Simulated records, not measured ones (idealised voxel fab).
Module name: voxel capacitor over wiring (process module)
Each square cell in cross-section cut measures 5 nm, and the section as a whole is 220 nm wide.
Format of a cross-section: grid, square cells. Given as bands. Order: top down. Band: one or more rows of cells. Basically the band line says how high the top is and how high the bottom is, in nm, and then what's in it from left to right, every material with its width in nm. Empty space shows up as "blank", and if a single material carries "full width" it runs the full band edge to edge. Note: height 0 marks the level under which the wafer is uniformly one material as received. Lowest band unbounded below, written "top 0, no bottom". The expression "30->40" gives the width at the extremes of the band, the first number at its top row of cells and the second at its bottom row, with the width changing by equal amounts from each row to the next in between. It should be understood that the words "nothing altered", when stated for a given step, signify that the cross-section underwent no change in any of its cells during that step. Closed void entries: empty space of 8 cells or more with no open way to the top, each as width x height at its distance from the left edge, in nm. Text after the settings on a step's line: the simulator's own remark on that step. "overlay nm", when on a step's line for a step with a mask, measures how far to the right of its planned place the mask lay; a negative measure means to the left. Pairs follow: section before one process step, section after it down to the lowest changed band, step with settings underneath. Pairs may come from different runs of this module on the same starting wafer; continuity with the pair above only as stated in the "Before-step section" entry.

-- Before-step section
top 90, bottom 80: SiO2: 80  blank: 15  SiO2: 125
top 80, bottom 70: SiO2: 70  TiN: 15  SiO2: 25  TiN: 15  SiO2: 95
top 70, bottom 65: SiO2: 70  SiN: 15  SiO2: 25  SiN: 15  SiO2: 95
top 65, bottom 55: SiO2: 65  TiN: 20  SiO2: 25  TiN: 20  SiO2: 90
top 55, bottom 45: SiO2: 40  Ru: 30  lowk: 15  TiN: 25  Ru: 70  SiO2: 40
top 45, bottom 40: SiO2: 40  Ru: 30  lowk: 15  SiN: 25  Ru: 70  SiO2: 40
top 40, bottom 35: SiO2: 40  Ru: 30  lowk: 15  TiN: 25  Ru: 70  SiO2: 40
top 35, bottom 30: SiO2: 40  Ru: 30  SiCN: 15  TiN: 25  Ru: 70  SiO2: 40
top 30, bottom 15: lowk: 65  TiN: 5  Cu: 10  TiN: 5  lowk: 50  TiN: 5  Cu: 10  TiN: 5  lowk: 65
top 15, bottom 10: SiN: 65  TiN: 20  SiN: 50  TiN: 20  SiN: 65
top 10, bottom 0: SiO2 full width
top 0, no bottom: Si full width
Closed void entries: none

-- Cross-Section Thereafter
top 95, bottom 90: TiN: 85  blank: 5  TiN: 130
top 90, bottom 85: SiO2: 80  TiN: 5  blank: 5  TiN: 5  SiO2: 125
top 85, bottom 80: SiO2: 80  TiN: 15  SiO2: 125
Under the height 80 nothing was changed.
Closed void entries: none
Between before and after as drawn above: CONFORMAL_DEP [material TiN] [thk nm 5]

Before-step section: it's just the after picture from the pair right above this one.

-- Cross-Section Thereafter
top 100, bottom 95: Cu full width
top 95, bottom 90: TiN: 85  Cu: 5  TiN: 130
top 90, bottom 85: SiO2: 80  TiN: 5  Cu: 5  TiN: 5  SiO2: 125
Under the height 85 nothing was changed.
Closed void entries: none
Between before and after as drawn above: FILL_DEP [material Cu] [thk nm 5]

Before-step section: it's just the after picture from the pair right above this one.

-- Cross-Section Thereafter
top 90, bottom 85: SiO2: 80  TiN: 5  Cu: 5  TiN: 5  SiO2: 125
Under the height 85 nothing was changed.
Closed void entries: none
Between before and after as drawn above: CMP [height nm 90]

Before-step section: it's just the after picture from the pair right above this one.

-- Cross-Section Thereafter
top 95, bottom 90: SiCN full width
Under the height 90 nothing was changed.
Closed void entries: none
Between before and after as drawn above: CONFORMAL_DEP [material SiCN] [thk nm 5]
